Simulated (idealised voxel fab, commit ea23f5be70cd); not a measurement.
process module | voxel ribs on slabs
cross-section cut | 265 nm wide | cells 5 nm
A cross-section is a grid of square cells, given in bands from the top down. A band is one or more rows of cells.
Each band's line starts with the height of the band's top and of its bottom, in nm. Then come its materials from left to right, each with its width in nm. One material with "throughout" fills the band from edge to edge. "air" is empty space.
Height 0 is the level under which the wafer as received is all one material. The lowest band goes on downwards, as in "0 down".
A width such as "30 to 40" changes by the same amount from each row of cells to the next, from the band's top row to its bottom row.
"no change" after a step means that no cell of the cross-section changed.
closed voids: empty space of 8 cells or more with no open way to the top, each as width x height at its distance from the left edge, in nm
after a step's settings: what the simulator itself notes on the step
overlay nm, on a step with a mask: how far to the right of its planned place the mask lay; to the left if negative
plan
1 op RECEIVE | material Si
2 op DIRECTIONAL_DEP | material SiO2 | thk nm 25
3 op DIRECTIONAL_DEP | material polySi | thk nm 15
4 op DIRECTIONAL_DEP | material aC | thk nm 15
5 op PATTERN | tone cover | mask id RIB | material resist | width nm 20 | thk nm 30 | overlay nm 0
6 op DIRECTIONAL_ETCH | etch materials aC | depth nm 15
7 op STRIP | etch materials resist
8 op DIRECTIONAL_ETCH | etch materials polySi | depth nm 5
9 op STRIP | etch materials aC
10 op DIRECTIONAL_DEP | material aC | thk nm 10
11 op PATTERN | tone cover | mask id SLAB | material resist | width nm 50 | thk nm 25 | overlay nm 0
12 op DIRECTIONAL_ETCH | etch materials aC | depth nm 10
13 op STRIP | etch materials resist
14 op DIRECTIONAL_ETCH | etch materials polySi | depth nm 10
15 op STRIP | etch materials aC
16 op FILL_DEP | material SiO2 | thk nm 30
17 op CMP | height nm 60
18 op DIRECTIONAL_DEP | material W | thk nm 10
19 op MASKED_ETCH | tone cover | mask id HEATER | width nm 30 | etch materials W | depth nm 10 | overlay nm 0
20 op CONFORMAL_DEP | material SiO2 | thk nm 10
as received, after step 1
  0 down: Si throughout
  closed voids: none
first wafer at the end, as planned
  80 to 70: air 105 | SiO2 50 | air 110
  70 to 60: SiO2 115 | W 30 | SiO2 120
  60 to 40: SiO2 throughout
  40 to 35: SiO2 120 | polySi 20 | SiO2 125
  35 to 25: SiO2 105 | polySi 50 | SiO2 110
  25 to 0: SiO2 throughout
  0 down: Si throughout
  closed voids: none
second wafer at the end: like start, like plan, one mistake
  75 to 70: air 105 | SiO2 50 | air 110
  70 to 65: SiO2 throughout
  65 to 60: SiO2 115 | W 30 | SiO2 120
  60 to 40: SiO2 throughout
  40 to 35: SiO2 120 | polySi 20 | SiO2 125
  35 to 25: SiO2 105 | polySi 50 | SiO2 110
  25 to 0: SiO2 throughout
  0 down: Si throughout
  closed voids: none
what went wrong: step 18 ran as: op DIRECTIONAL_DEP | material W | thk nm 5
at the end the second wafer has, in cells: 4 fewer of SiO2 | 6 fewer of W
